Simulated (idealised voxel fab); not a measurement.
process module | voxel released beams
cross-section cut | 150 nm wide | cells 5 nm
A cross-section is a grid of square cells, given in bands from the top down. A band is one or more rows of cells.
Each band's line starts with the height of the band's top and of its bottom, in nm. Then come its materials from left to right, each with its width in nm. One material with "throughout" fills the band from edge to edge. "air" is empty space.
Height 0 is the level under which the wafer as received is all one material. The lowest band goes on downwards, as in "0 down".
A width such as "30 to 40" changes by the same amount from each row of cells to the next, from the band's top row to its bottom row.
"no change" after a step means that no cell of the cross-section changed.
closed voids: empty space of 8 cells or more with no open way to the top, each as width x height at its distance from the left edge, in nm
after a step's settings: what the simulator itself notes on the step
overlay nm, on a step with a mask: how far to the right of its planned place the mask lay; to the left if negative
plan
1 op RECEIVE | material Si
2 op CONFORMAL_DEP | material SiN | thk nm 10
3 op DIRECTIONAL_DEP | material SiO2 | thk nm 20
4 op DIRECTIONAL_DEP | material aC | thk nm 5
5 op PATTERN | tone open | mask id ANCHOR | material resist | width nm 25 | thk nm 30 | overlay nm 0
6 op DIRECTIONAL_ETCH | etch materials aC | depth nm 15
7 op STRIP | etch materials resist
8 op DIRECTIONAL_ETCH | etch materials SiO2 | depth nm 20
9 op STRIP | etch materials aC
10 op CONFORMAL_DEP | material TiN | thk nm 10
11 op MASKED_ETCH | tone cover | mask id BEAM | width nm 85 | etch materials TiN | depth nm 10 | overlay nm 0
12 op STRIP | etch materials SiO2
varied across the wafers: thk nm of step 4. The plan shows the first wafer's value. All wafers start alike
first wafer as received, after step 1
  0 down: Si throughout
  closed voids: none
each wafer at the end: cells of each material gained (+) or lost (-) since it was received, then its closed voids
thk nm 5 | +60 SiN | +50 TiN | closed voids: none
thk nm 10 | +60 SiN | +50 TiN | closed voids: none
thk nm 15 | +60 SiN | +50 TiN | closed voids: none
thk nm 20 | +60 SiN | closed voids: none
thk nm 25 | +60 SiN | closed voids: none
thk nm 30 | +60 SiN | closed voids: none
